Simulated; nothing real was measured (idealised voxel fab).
Proc. module: voxel gate over fins
Each square cell in cross-section cut measures 5 nm, and the section as a whole is 245 nm wide.
Notation: cross-section as square-cell grid; stated in bands, top first, going down; one or more cell rows per band. The entry gives the band's vertical extent as a top height and a bottom height in nm, then its horizontal make-up as materials from left to right, each with a width in nm. "empty" stands for empty space; a single material marked "all across" fills the band edge to edge. Heights are reckoned from 0. Under this level, the received wafer is all of one material. The bottommost band is open-ended downward, for example "from 0 down". It should be noted that a width expressed as "30->40" varies in equal increments from row to row of cells within the band, taking the value of the first number at the top row and that of the second number at the bottom row. "no change occurred" after a step means that no cell of the cross-section changed. Enclosed void list: empty space of 8 cells or more with no open way to the top, each as width x height at its distance from the left edge, in nm. Read whatever lies past the settings on a step's line as the simulator's own remark about the step. You can add "overlay nm" to a step's line. For a step with a mask, it describes how far the mask lay to the right of its planned position, and a negative number describes a lay to the left.
So here's the lineup of process steps we planned:
- 1: RECEIVE,material Si
- 2: CONFORMAL_DEP,material SiN,thk nm 5
- 3: PATTERN,tone cover,mask id FINS,material resist,width nm 15,pitch nm 35,thk nm 20,overlay nm 0
- 4: DIRECTIONAL_ETCH,etch materials SiN,depth nm 5
- 5: DIRECTIONAL_ETCH,etch materials Si,depth nm 30
- 6: STRIP,etch materials resist
- 7: FILL_DEP,material SiO2,thk nm 10
- 8: CMP,height nm 5
- 9: SELECTIVE_ETCH,etch materials SiO2,depth nm 20
- 10: STRIP,etch materials SiN
- 11: CONFORMAL_DEP,material HfO2,thk nm 5
- 12: CONFORMAL_DEP,material TiN,thk nm 5
- 13: CONFORMAL_DEP,material TiAl,thk nm 5
- 14: CONFORMAL_DEP,material TiN,thk nm 5
- 15: FILL_DEP,material W,thk nm 15
- 16: CMP,height nm 30
- 17: CONFORMAL_DEP,material SiCN,thk nm 5
Cross-section of the incoming wafer, state after step 1:
from 0 down | Si all across
Enclosed void list: none
Cross-sectional image of the first of two wafers at the end of the module, the run having proceeded as planned:
from 35 to 30 | SiCN all across
from 30 to 20 | W all across
from 20 to 15 | 75 W | 90 TiN | 80 W
from 15 to 10 | 75 W | 5 TiN | 80 TiAl | 5 TiN | 80 W
from 10 to 5 | 75 W | 5 TiN | 5 TiAl | 70 TiN | 5 TiAl | 5 TiN | 80 W
from 5 to 0 | 80 TiN | 5 TiAl | 5 TiN | 25 HfO2 | 10 TiN | 25 HfO2 | 5 TiN | 5 TiAl | 85 TiN
from 0 to -5 | 85 TiAl | 5 TiN | 5 HfO2 | 15 Si | 5 HfO2 | 10 TiN | 5 HfO2 | 15 Si | 5 HfO2 | 5 TiN | 90 TiAl
from -5 to -10 | 90 TiN | 5 HfO2 | 15 Si | 5 HfO2 | 10 TiN | 5 HfO2 | 15 Si | 5 HfO2 | 95 TiN
from -10 to -15 | 95 HfO2 | 15 Si | 20 HfO2 | 15 Si | 100 HfO2
from -15 to -30 | 95 SiO2 | 15 Si | 20 SiO2 | 15 Si | 100 SiO2
from -30 down | Si all across
Enclosed void list: none
This cross-section belongs to the second wafer of two at the end of the module; the start and the plan were shared with the first, and the run included one mistake:
from 35 to 30 | SiCN all across
from 30 to 25 | 65 W | 110 TiN | 70 W
from 25 to 20 | 65 W | 5 TiN | 100 TiAl | 5 TiN | 70 W
from 20 to 15 | 65 W | 5 TiN | 5 TiAl | 90 TiN | 5 TiAl | 5 TiN | 70 W
from 15 to 10 | 70 TiN | 5 TiAl | 90 TiN | 5 TiAl | 75 TiN
from 10 to 5 | 75 TiAl | 90 TiN | 80 TiAl
from 5 to 0 | 90 TiN | 25 HfO2 | 10 TiN | 25 HfO2 | 95 TiN
from 0 to -10 | 90 TiN | 5 HfO2 | 15 Si | 5 HfO2 | 10 TiN | 5 HfO2 | 15 Si | 5 HfO2 | 95 TiN
from -10 to -15 | 95 HfO2 | 15 Si | 20 HfO2 | 15 Si | 100 HfO2
from -15 to -30 | 95 SiO2 | 15 Si | 20 SiO2 | 15 Si | 100 SiO2
from -30 down | Si all across
Enclosed void list: none
Against the plan, the run slipped here: step 12 ran with different settings than intended, the actual operation and settings being CONFORMAL_DEP,material TiN,thk nm 15
FYI, end of process, the second wafer has more or fewer cells of some materials than the first: +110 TiN | -110 W
